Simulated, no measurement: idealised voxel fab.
process module | voxel wiring stack
cross-section cut | 280 nm wide | cells 5 nm
A cross-section is a grid of square cells, given in bands from the top down. A band is one or more rows of cells.
Each band's line starts with the height of the band's top and of its bottom, in nm. Then come its materials from left to right, each with its width in nm. One material with "throughout" fills the band from edge to edge. "air" is empty space.
Height 0 is the level under which the wafer as received is all one material. The lowest band goes on downwards, as in "0 down".
A width such as "30 to 40" changes by the same amount from each row of cells to the next, from the band's top row to its bottom row.
"no change" after a step means that no cell of the cross-section changed.
closed voids: empty space of 8 cells or more with no open way to the top, each as width x height at its distance from the left edge, in nm
after a step's settings: what the simulator itself notes on the step
overlay nm, on a step with a mask: how far to the right of its planned place the mask lay; to the left if negative
plan
1 op RECEIVE | material Si
2 op CONFORMAL_DEP | material SiO2 | thk nm 10
3 op CONFORMAL_DEP | material SiCN | thk nm 5
4 op DIRECTIONAL_DEP | material lowk | thk nm 25
5 op DIRECTIONAL_DEP | material aC | thk nm 10
6 op PATTERN | tone open | mask id METAL_1 | material resist | width nm 30 | pitch nm 45 | thk nm 30 | overlay nm 0
7 op DIRECTIONAL_ETCH | etch materials aC | depth nm 10
8 op STRIP | etch materials resist
9 op DIRECTIONAL_ETCH | etch materials lowk | depth nm 25
10 op DIRECTIONAL_ETCH | etch materials SiCN | depth nm 5
11 op STRIP | etch materials aC
12 op CONFORMAL_DEP | material TiN | thk nm 5
13 op FILL_DEP | material W | thk nm 5
14 op CMP | height nm 40
15 op CONFORMAL_DEP | material SiCN | thk nm 5
16 op DIRECTIONAL_DEP | material SiO2 | thk nm 25
17 op DIRECTIONAL_DEP | material aC | thk nm 15
18 op PATTERN | tone open | mask id METAL_2_HOLES | material resist | width nm 15 | thk nm 30 | overlay nm 0
19 op DIRECTIONAL_ETCH | etch materials aC | depth nm 15
20 op STRIP | etch materials resist
21 op DIRECTIONAL_ETCH | etch materials SiO2 | depth nm 25
22 op STRIP | etch materials aC
23 op PATTERN | tone open | mask id METAL_2 | material resist | width nm 30 | pitch nm 45 | thk nm 20 | overlay nm 0
24 op DIRECTIONAL_ETCH | etch materials SiO2 | depth nm 15
25 op DIRECTIONAL_ETCH | etch materials SiCN | depth nm 5
26 op STRIP | etch materials resist
27 op CONFORMAL_DEP | material TiN | thk nm 5
28 op FILL_DEP | material Cu | thk nm 10
29 op CMP | height nm 70
30 op CONFORMAL_DEP | material SiCN | thk nm 5
31 op DIRECTIONAL_DEP | material SiO2 | thk nm 15
32 op MASKED_ETCH | tone open | mask id PLUG_2 | width nm 15 | pitch nm 45 | etch materials SiO2 | depth nm 15 | overlay nm 0
33 op MASKED_ETCH | tone open | mask id PLUG_2 | width nm 15 | pitch nm 45 | etch materials SiCN | depth nm 5 | overlay nm 0
34 op EPI | material Ru | thk nm 10
35 op EPI | material Ru | thk nm 10
36 op DIRECTIONAL_DEP | material TiN | thk nm 5
37 op DIRECTIONAL_DEP | material W | thk nm 20
38 op PATTERN | tone cover | mask id METAL_3 | material resist | width nm 30 | pitch nm 45 | thk nm 15 | overlay nm 0
39 op DIRECTIONAL_ETCH | etch materials W | depth nm 20
40 op DIRECTIONAL_ETCH | etch materials TiN | depth nm 5
41 op STRIP | etch materials resist
42 op CONFORMAL_DEP | material SiCN | thk nm 5
43 op FILL_DEP | material SiO2 | thk nm 5
44 op CMP | height nm 115
45 op CONFORMAL_DEP | material SiCN | thk nm 5
46 op DIRECTIONAL_DEP | material SiO2 | thk nm 10
47 op DIRECTIONAL_DEP | material aC | thk nm 15
48 op PATTERN | tone open | mask id PLUG_3 | material resist | width nm 15 | thk nm 35 | overlay nm 0
49 op DIRECTIONAL_ETCH | etch materials aC | depth nm 15
50 op STRIP | etch materials resist
51 op DIRECTIONAL_ETCH | etch materials SiO2 | depth nm 10
52 op DIRECTIONAL_ETCH | etch materials SiCN | depth nm 5
53 op STRIP | etch materials aC
54 op CONFORMAL_DEP | material TiN | thk nm 5
55 op FILL_DEP | material Ru | thk nm 10
56 op CMP | height nm 130
57 op CONFORMAL_DEP | material SiN | thk nm 5
58 op DIRECTIONAL_DEP | material SiO2 | thk nm 25
59 op DIRECTIONAL_DEP | material aC | thk nm 10
60 op PATTERN | tone open | mask id METAL_4 | material resist | width nm 30 | pitch nm 45 | thk nm 25 | overlay nm 0
61 op DIRECTIONAL_ETCH | etch materials aC | depth nm 10
62 op STRIP | etch materials resist
63 op DIRECTIONAL_ETCH | etch materials SiO2 | depth nm 25
64 op DIRECTIONAL_ETCH | etch materials SiN | depth nm 5
65 op STRIP | etch materials aC
66 op CONFORMAL_DEP | material TiN | thk nm 5
67 op FILL_DEP | material Cu | thk nm 5
68 op CMP | height nm 160
69 op CONFORMAL_DEP | material SiN | thk nm 5
as received, after step 1
  0 down: Si throughout
  closed voids: none
first wafer at the end, as planned
  165 to 160: SiN throughout
  160 to 135: SiO2 100 | TiN 5 | Cu 20 | TiN 5 | SiO2 15 | TiN 5 | Cu 20 | TiN 5 | SiO2 105
  135 to 130: SiN 100 | TiN 30 | SiN 15 | TiN 30 | SiN 105
  130 to 120: SiO2 100 | TiN 5 | Ru 5 | TiN 5 | SiO2 165
  120 to 115: SiCN 100 | TiN 15 | SiCN 165
  115 to 95: SiO2 95 | SiCN 5 | W 30 | SiCN 5 | SiO2 5 | SiCN 5 | W 30 | SiCN 5 | SiO2 100
  95 to 90: SiCN 100 | TiN 30 | SiCN 15 | TiN 30 | SiCN 105
  90 to 75: SiO2 100 | Ru 15 | SiO2 30 | Ru 15 | SiO2 120
  75 to 70: SiCN 100 | Ru 15 | SiCN 30 | Ru 15 | SiCN 120
  70 to 60: SiO2 100 | TiN 5 | Cu 20 | TiN 5 | SiO2 15 | TiN 5 | Cu 20 | TiN 5 | SiO2 105
  60 to 55: SiO2 100 | TiN 5 | Cu 5 | TiN 20 | SiO2 15 | TiN 30 | SiO2 105
  55 to 45: SiO2 100 | TiN 5 | Cu 5 | TiN 5 | SiO2 165
  45 to 40: SiCN 100 | TiN 15 | SiCN 165
  40 to 15: lowk 100 | TiN 5 | W 20 | TiN 5 | lowk 15 | TiN 5 | W 20 | TiN 5 | lowk 105
  15 to 10: SiCN 100 | TiN 30 | SiCN 15 | TiN 30 | SiCN 105
  10 to 0: SiO2 throughout
  0 down: Si throughout
  closed voids: none
second wafer at the end: like start, like plan, one mistake
  165 to 160: SiN throughout
  160 to 135: SiO2 100 | TiN 5 | Cu 20 | TiN 5 | SiO2 15 | TiN 5 | Cu 20 | TiN 5 | SiO2 105
  135 to 130: SiN 100 | TiN 30 | SiN 15 | TiN 30 | SiN 105
  130 to 120: SiO2 100 | TiN 5 | Ru 5 | TiN 5 | SiO2 165
  120 to 115: SiCN 100 | TiN 15 | SiCN 165
  115 to 105: SiO2 95 | SiCN 20 to 5 | W 15 to 30 | SiCN 5 | SiO2 5 | SiCN 20 to 5 | W 15 to 30 | SiCN 5 | SiO2 100
  105 to 100: SiCN 100 | W 15 | TiN 15 | SiCN 15 | W 15 | TiN 15 | SiCN 105
  100 to 90: SiO2 100 | W 15 | SiO2 30 | W 15 | SiO2 120
  90 to 85: SiO2 100 | TiN 15 | SiO2 30 | TiN 15 | SiO2 120
  85 to 75: SiO2 throughout
  75 to 70: SiCN throughout
  70 to 60: SiO2 100 | TiN 5 | Cu 20 | TiN 5 | SiO2 15 | TiN 5 | Cu 20 | TiN 5 | SiO2 105
  60 to 55: SiO2 100 | TiN 5 | Cu 5 | TiN 20 | SiO2 15 | TiN 30 | SiO2 105
  55 to 45: SiO2 100 | TiN 5 | Cu 5 | TiN 5 | SiO2 165
  45 to 40: SiCN 100 | TiN 15 | SiCN 165
  40 to 15: lowk 100 | TiN 5 | W 20 | TiN 5 | lowk 15 | TiN 5 | W 20 | TiN 5 | lowk 105
  15 to 10: SiCN 100 | TiN 30 | SiCN 15 | TiN 30 | SiCN 105
  10 to 0: SiO2 throughout
  0 down: Si throughout
  closed voids: none
what went wrong: step 31 ran as: op DIRECTIONAL_DEP | material SiO2 | thk nm 25
at the end the second wafer has, in cells: 24 fewer of Ru | 4 more of SiCN | 32 more of SiO2 | 12 fewer of W
